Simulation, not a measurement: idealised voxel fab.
The process module presented herein is designated voxel wiring stack.
In the cross-section labelled cut, the width is 205 nm and each square cell is 5 nm.
A cross-section in this document is a grid of square cells, and it is written down as bands, the top band listed before the ones below it; a band is made up of one or more rows of cells. Top height, bottom height, nm. Materials left to right, width each, nm. Single material + "edge to edge" = fills band edge to edge. "blank" = empty. Heights are reckoned from 0. Under this level, the received wafer is all of one material. The bottommost band is open-ended downward, for example "from 0 down". Per-row width for "30->40": begins at first number (top row of band), ends at second number (bottom row), increment between rows held constant. "no change occurred" after a step means that no cell of the cross-section changed. The list in "Closed internal voids" covers empty spaces of 8 cells or more that cannot reach the top through any open way, and it gives each as width x height at distance; the distance is from the left edge, and width, height and distance are in nm. Text after the settings on a step's line: the simulator's own remark on that step. overlay nm: how far to the right of its planned place the mask lay on this masked step (negative: to the left).
Intended process steps
1,RECEIVE,material Si
2,CONFORMAL_DEP,material SiO2,thk nm 10
3,CONFORMAL_DEP,material SiCN,thk nm 5
4,DIRECTIONAL_DEP,material SiO2,thk nm 25
5,PATTERN,tone open,mask id METAL_1,material resist,width nm 25,pitch nm 40,thk nm 20,overlay nm 0
6,DIRECTIONAL_ETCH,etch materials SiO2,depth nm 25
7,DIRECTIONAL_ETCH,etch materials SiCN,depth nm 5
8,STRIP,etch materials resist
9,CONFORMAL_DEP,material TiN,thk nm 5
10,FILL_DEP,material Cu,thk nm 10
11,CMP,height nm 40
12,CONFORMAL_DEP,material SiCN,thk nm 5
13,DIRECTIONAL_DEP,material SiO2,thk nm 15
14,DIRECTIONAL_DEP,material aC,thk nm 15
15,PATTERN,tone open,mask id PLUG_1,material resist,width nm 15,thk nm 30,overlay nm 0
16,DIRECTIONAL_ETCH,etch materials aC,depth nm 15
17,STRIP,etch materials resist
18,DIRECTIONAL_ETCH,etch materials SiO2,depth nm 15
19,DIRECTIONAL_ETCH,etch materials SiCN,depth nm 5
20,STRIP,etch materials aC
21,EPI,material Ru,thk nm 10
22,EPI,material Ru,thk nm 10
23,DIRECTIONAL_DEP,material TiN,thk nm 5
24,DIRECTIONAL_DEP,material Ru,thk nm 15
25,DIRECTIONAL_DEP,material aC,thk nm 10
26,PATTERN,tone cover,mask id METAL_2,material resist,width nm 25,pitch nm 40,thk nm 25,overlay nm 0
27,DIRECTIONAL_ETCH,etch materials aC,depth nm 10
28,STRIP,etch materials resist
29,DIRECTIONAL_ETCH,etch materials Ru,depth nm 15
30,DIRECTIONAL_ETCH,etch materials TiN,depth nm 5
31,STRIP,etch materials aC
32,CONFORMAL_DEP,material SiCN,thk nm 5
33,FILL_DEP,material SiO2,thk nm 10
34,CMP,height nm 80
35,CONFORMAL_DEP,material SiN,thk nm 5
first wafer, as planned
Here's what the wafer looked like in cross-section when it arrived - that's after step 1
    from 0 down: Si edge to edge
    Closed internal voids: none
The wafer in cross-section once step 2 is complete
    from 10 to 0: SiO2 edge to edge
    Heights below 0 show no change.
The wafer in cross-section once step 3 is complete
    from 15 to 10: SiCN edge to edge
    Heights below 10 show no change.
The wafer in cross-section once step 4 is complete
    from 40 to 15: SiO2 edge to edge
    Heights below 15 show no change.
The wafer in cross-section once step 5 is complete
    from 60 to 40: resist (70) | blank (25) | resist (15) | blank (25) | resist (70)
    Heights below 40 show no change.
The wafer in cross-section once step 6 is complete
    from 60 to 40: resist (70) | blank (25) | resist (15) | blank (25) | resist (70)
    from 40 to 15: SiO2 (70) | blank (25) | SiO2 (15) | blank (25) | SiO2 (70)
    Heights below 15 show no change.
The wafer in cross-section once step 7 is complete
    from 60 to 40: resist (70) | blank (25) | resist (15) | blank (25) | resist (70)
    from 40 to 15: SiO2 (70) | blank (25) | SiO2 (15) | blank (25) | SiO2 (70)
    from 15 to 10: SiCN (70) | blank (25) | SiCN (15) | blank (25) | SiCN (70)
    Heights below 10 show no change.
The wafer in cross-section once step 8 is complete
    from 40 to 15: SiO2 (70) | blank (25) | SiO2 (15) | blank (25) | SiO2 (70)
    Heights below 15 show no change.
The wafer in cross-section once step 9 is complete
    from 45 to 40: TiN (75) | blank (15) | TiN (25) | blank (15) | TiN (75)
    from 40 to 15: SiO2 (70) | TiN (5) | blank (15) | TiN (5) | SiO2 (15) | TiN (5) | blank (15) | TiN (5) | SiO2 (70)
    from 15 to 10: SiCN (70) | TiN (25) | SiCN (15) | TiN (25) | SiCN (70)
    Heights below 10 show no change.
The wafer in cross-section once step 10 is complete
    from 55 to 45: Cu edge to edge
    from 45 to 40: TiN (75) | Cu (15) | TiN (25) | Cu (15) | TiN (75)
    from 40 to 15: SiO2 (70) | TiN (5) | Cu (15) | TiN (5) | SiO2 (15) | TiN (5) | Cu (15) | TiN (5) | SiO2 (70)
    Heights below 15 show no change.
The wafer in cross-section once step 11 is complete
    from 40 to 15: SiO2 (70) | TiN (5) | Cu (15) | TiN (5) | SiO2 (15) | TiN (5) | Cu (15) | TiN (5) | SiO2 (70)
    Heights below 15 show no change.
The wafer in cross-section once step 12 is complete
    from 45 to 40: SiCN edge to edge
    Heights below 40 show no change.
The wafer in cross-section once step 13 is complete
    from 60 to 45: SiO2 edge to edge
    Heights below 45 show no change.
The wafer in cross-section once step 14 is complete
    from 75 to 60: aC edge to edge
    Heights below 60 show no change.
The wafer in cross-section once step 15 is complete
    from 105 to 75: resist (70) | blank (15) | resist (120)
    Heights below 75 show no change.
The wafer in cross-section once step 16 is complete
    from 90 to 75: resist (70) | blank (15) | resist (120)
    from 75 to 60: aC (70) | blank (15) | aC (120)
    Heights below 60 show no change.
The wafer in cross-section once step 17 is complete
    from 75 to 60: aC (70) | blank (15) | aC (120)
    Heights below 60 show no change.
The wafer in cross-section once step 18 is complete
    from 75 to 60: aC (70) | blank (15) | aC (120)
    from 60 to 45: SiO2 (70) | blank (15) | SiO2 (120)
    Heights below 45 show no change.
The wafer in cross-section once step 19 is complete
    from 75 to 60: aC (70) | blank (15) | aC (120)
    from 60 to 45: SiO2 (70) | blank (15) | SiO2 (120)
    from 45 to 40: SiCN (70) | blank (15) | SiCN (120)
    Heights below 40 show no change.
The wafer in cross-section once step 20 is complete
    from 60 to 45: SiO2 (70) | blank (15) | SiO2 (120)
    Heights below 45 show no change.
The wafer in cross-section once step 21 is complete
    from 60 to 50: SiO2 (70) | blank (15) | SiO2 (120)
    from 50 to 45: SiO2 (70) | Ru (15) | SiO2 (120)
    from 45 to 40: SiCN (70) | Ru (15) | SiCN (120)
    Heights below 40 show no change.
The wafer in cross-section once step 22 is complete
    from 60 to 45: SiO2 (70) | Ru (15) | SiO2 (120)
    Heights below 45 show no change.
The wafer in cross-section once step 23 is complete
    from 65 to 60: TiN edge to edge
    Heights below 60 show no change.
The wafer in cross-section once step 24 is complete
    from 80 to 65: Ru edge to edge
    Heights below 65 show no change.
The wafer in cross-section once step 25 is complete
    from 90 to 80: aC edge to edge
    Heights below 80 show no change.
The wafer in cross-section once step 26 is complete
    from 115 to 90: blank (70) | resist (25) | blank (15) | resist (25) | blank (70)
    Heights below 90 show no change.
The wafer in cross-section once step 27 is complete
    from 105 to 90: blank (70) | resist (25) | blank (15) | resist (25) | blank (70)
    from 90 to 80: blank (70) | aC (25) | blank (15) | aC (25) | blank (70)
    Heights below 80 show no change.
The wafer in cross-section once step 28 is complete
    from 90 to 80: blank (70) | aC (25) | blank (15) | aC (25) | blank (70)
    Heights below 80 show no change.
The wafer in cross-section once step 29 is complete
    from 90 to 80: blank (70) | aC (25) | blank (15) | aC (25) | blank (70)
    from 80 to 65: blank (70) | Ru (25) | blank (15) | Ru (25) | blank (70)
    Heights below 65 show no change.
The wafer in cross-section once step 30 is complete
    from 90 to 80: blank (70) | aC (25) | blank (15) | aC (25) | blank (70)
    from 80 to 65: blank (70) | Ru (25) | blank (15) | Ru (25) | blank (70)
    from 65 to 60: blank (70) | TiN (25) | blank (15) | TiN (25) | blank (70)
    Heights below 60 show no change.
The wafer in cross-section once step 31 is complete
    from 80 to 65: blank (70) | Ru (25) | blank (15) | Ru (25) | blank (70)
    Heights below 65 show no change.
The wafer in cross-section once step 32 is complete
    from 85 to 80: blank (65) | SiCN (35) | blank (5) | SiCN (35) | blank (65)
    from 80 to 65: blank (65) | SiCN (5) | Ru (25) | SiCN (5) | blank (5) | SiCN (5) | Ru (25) | SiCN (5) | blank (65)
    from 65 to 60: SiCN (70) | TiN (25) | SiCN (15) | TiN (25) | SiCN (70)
    Heights below 60 show no change.
The wafer in cross-section once step 33 is complete
    from 95 to 85: SiO2 edge to edge
    from 85 to 80: SiO2 (65) | SiCN (35) | SiO2 (5) | SiCN (35) | SiO2 (65)
    from 80 to 65: SiO2 (65) | SiCN (5) | Ru (25) | SiCN (5) | SiO2 (5) | SiCN (5) | Ru (25) | SiCN (5) | SiO2 (65)
    Heights below 65 show no change.
The wafer in cross-section once step 34 is complete
    from 80 to 65: SiO2 (65) | SiCN (5) | Ru (25) | SiCN (5) | SiO2 (5) | SiCN (5) | Ru (25) | SiCN (5) | SiO2 (65)
    Heights below 65 show no change.
The wafer in cross-section once step 35 is complete
    from 85 to 80: SiN edge to edge
    Heights below 80 show no change.
Companion wafer, the second of two: same beginning, same intended sequence, one mistake in carrying it out; through step 1 inclusive it tracks the first exactly
X-section, second wafer, when step 2 was due to finish
    from 5 to 0: SiO2 edge to edge
    Heights below 0 show no change.
X-section, second wafer, when step 3 was due to finish
    from 10 to 5: SiCN edge to edge
    Heights below 5 show no change.
X-section, second wafer, when step 4 was due to finish
    from 35 to 10: SiO2 edge to edge
    Heights below 10 show no change.
X-section, second wafer, when step 5 was due to finish
    from 55 to 35: resist (70) | blank (25) | resist (15) | blank (25) | resist (70)
    Heights below 35 show no change.
X-section, second wafer, when step 6 was due to finish
    from 55 to 35: resist (70) | blank (25) | resist (15) | blank (25) | resist (70)
    from 35 to 10: SiO2 (70) | blank (25) | SiO2 (15) | blank (25) | SiO2 (70)
    Heights below 10 show no change.
X-section, second wafer, when step 7 was due to finish
    from 55 to 35: resist (70) | blank (25) | resist (15) | blank (25) | resist (70)
    from 35 to 10: SiO2 (70) | blank (25) | SiO2 (15) | blank (25) | SiO2 (70)
    from 10 to 5: SiCN (70) | blank (25) | SiCN (15) | blank (25) | SiCN (70)
    Heights below 5 show no change.
X-section, second wafer, when step 8 was due to finish
    from 35 to 10: SiO2 (70) | blank (25) | SiO2 (15) | blank (25) | SiO2 (70)
    Heights below 10 show no change.
X-section, second wafer, when step 9 was due to finish
    from 40 to 35: TiN (75) | blank (15) | TiN (25) | blank (15) | TiN (75)
    from 35 to 10: SiO2 (70) | TiN (5) | blank (15) | TiN (5) | SiO2 (15) | TiN (5) | blank (15) | TiN (5) | SiO2 (70)
    from 10 to 5: SiCN (70) | TiN (25) | SiCN (15) | TiN (25) | SiCN (70)
    Heights below 5 show no change.
X-section, second wafer, when step 10 was due to finish
    from 50 to 40: Cu edge to edge
    from 40 to 35: TiN (75) | Cu (15) | TiN (25) | Cu (15) | TiN (75)
    from 35 to 10: SiO2 (70) | TiN (5) | Cu (15) | TiN (5) | SiO2 (15) | TiN (5) | Cu (15) | TiN (5) | SiO2 (70)
    Heights below 10 show no change.
X-section, second wafer, when step 11 was due to finish
    from 40 to 35: TiN (75) | Cu (15) | TiN (25) | Cu (15) | TiN (75)
    Heights below 35 show no change.
X-section, second wafer, when step 12 was due to finish
    from 45 to 40: SiCN edge to edge
    Heights below 40 show no change.
X-section, second wafer, when step 13 was due to finish
    from 60 to 45: SiO2 edge to edge
    Heights below 45 show no change.
X-section, second wafer, when step 14 was due to finish
    from 75 to 60: aC edge to edge
    Heights below 60 show no change.
X-section, second wafer, when step 15 was due to finish
    from 105 to 75: resist (70) | blank (15) | resist (120)
    Heights below 75 show no change.
X-section, second wafer, when step 16 was due to finish
    from 90 to 75: resist (70) | blank (15) | resist (120)
    from 75 to 60: aC (70) | blank (15) | aC (120)
    Heights below 60 show no change.
X-section, second wafer, when step 17 was due to finish
    from 75 to 60: aC (70) | blank (15) | aC (120)
    Heights below 60 show no change.
X-section, second wafer, when step 18 was due to finish
    from 75 to 60: aC (70) | blank (15) | aC (120)
    from 60 to 45: SiO2 (70) | blank (15) | SiO2 (120)
    Heights below 45 show no change.
X-section, second wafer, when step 19 was due to finish
    from 75 to 60: aC (70) | blank (15) | aC (120)
    from 60 to 45: SiO2 (70) | blank (15) | SiO2 (120)
    from 45 to 40: SiCN (70) | blank (15) | SiCN (120)
    Heights below 40 show no change.
X-section, second wafer, when step 20 was due to finish
    from 60 to 45: SiO2 (70) | blank (15) | SiO2 (120)
    Heights below 45 show no change.
X-section, second wafer, when step 21 was due to finish
    from 60 to 50: SiO2 (70) | blank (15) | SiO2 (120)
    from 50 to 45: SiO2 (70) | Ru (15) | SiO2 (120)
    from 45 to 40: SiCN (70) | Ru (15) | SiCN (120)
    Heights below 40 show no change.
X-section, second wafer, when step 22 was due to finish
    from 60 to 45: SiO2 (70) | Ru (15) | SiO2 (120)
    Heights below 45 show no change.
X-section, second wafer, when step 23 was due to finish
    from 65 to 60: TiN edge to edge
    Heights below 60 show no change.
X-section, second wafer, when step 24 was due to finish
    from 80 to 65: Ru edge to edge
    Heights below 65 show no change.
X-section, second wafer, when step 25 was due to finish
    from 90 to 80: aC edge to edge
    Heights below 80 show no change.
X-section, second wafer, when step 26 was due to finish
    from 115 to 90: blank (70) | resist (25) | blank (15) | resist (25) | blank (70)
    Heights below 90 show no change.
X-section, second wafer, when step 27 was due to finish
    from 105 to 90: blank (70) | resist (25) | blank (15) | resist (25) | blank (70)
    from 90 to 80: blank (70) | aC (25) | blank (15) | aC (25) | blank (70)
    Heights below 80 show no change.
X-section, second wafer, when step 28 was due to finish
    from 90 to 80: blank (70) | aC (25) | blank (15) | aC (25) | blank (70)
    Heights below 80 show no change.
X-section, second wafer, when step 29 was due to finish
    from 90 to 80: blank (70) | aC (25) | blank (15) | aC (25) | blank (70)
    from 80 to 65: blank (70) | Ru (25) | blank (15) | Ru (25) | blank (70)
    Heights below 65 show no change.
X-section, second wafer, when step 30 was due to finish
    from 90 to 80: blank (70) | aC (25) | blank (15) | aC (25) | blank (70)
    from 80 to 65: blank (70) | Ru (25) | blank (15) | Ru (25) | blank (70)
    from 65 to 60: blank (70) | TiN (25) | blank (15) | TiN (25) | blank (70)
    Heights below 60 show no change.
X-section, second wafer, when step 31 was due to finish
    from 80 to 65: blank (70) | Ru (25) | blank (15) | Ru (25) | blank (70)
    Heights below 65 show no change.
X-section, second wafer, when step 32 was due to finish
    from 85 to 80: blank (65) | SiCN (35) | blank (5) | SiCN (35) | blank (65)
    from 80 to 65: blank (65) | SiCN (5) | Ru (25) | SiCN (5) | blank (5) | SiCN (5) | Ru (25) | SiCN (5) | blank (65)
    from 65 to 60: SiCN (70) | TiN (25) | SiCN (15) | TiN (25) | SiCN (70)
    Heights below 60 show no change.
X-section, second wafer, when step 33 was due to finish
    from 95 to 85: SiO2 edge to edge
    from 85 to 80: SiO2 (65) | SiCN (35) | SiO2 (5) | SiCN (35) | SiO2 (65)
    from 80 to 65: SiO2 (65) | SiCN (5) | Ru (25) | SiCN (5) | SiO2 (5) | SiCN (5) | Ru (25) | SiCN (5) | SiO2 (65)
    Heights below 65 show no change.
X-section, second wafer, when step 34 was due to finish
    from 80 to 65: SiO2 (65) | SiCN (5) | Ru (25) | SiCN (5) | SiO2 (5) | SiCN (5) | Ru (25) | SiCN (5) | SiO2 (65)
    Heights below 65 show no change.
X-section, second wafer, when step 35 was due to finish
    from 85 to 80: SiN edge to edge
    Heights below 80 show no change.
Here's what went sideways: step 2 was processed under conditions differing from the plan, specifically as CONFORMAL_DEP,material SiO2,thk nm 5
The second wafer ends with more or fewer cells of some materials than the first, per final count: 6 more of Cu | 41 fewer of SiO2 | 35 more of TiN
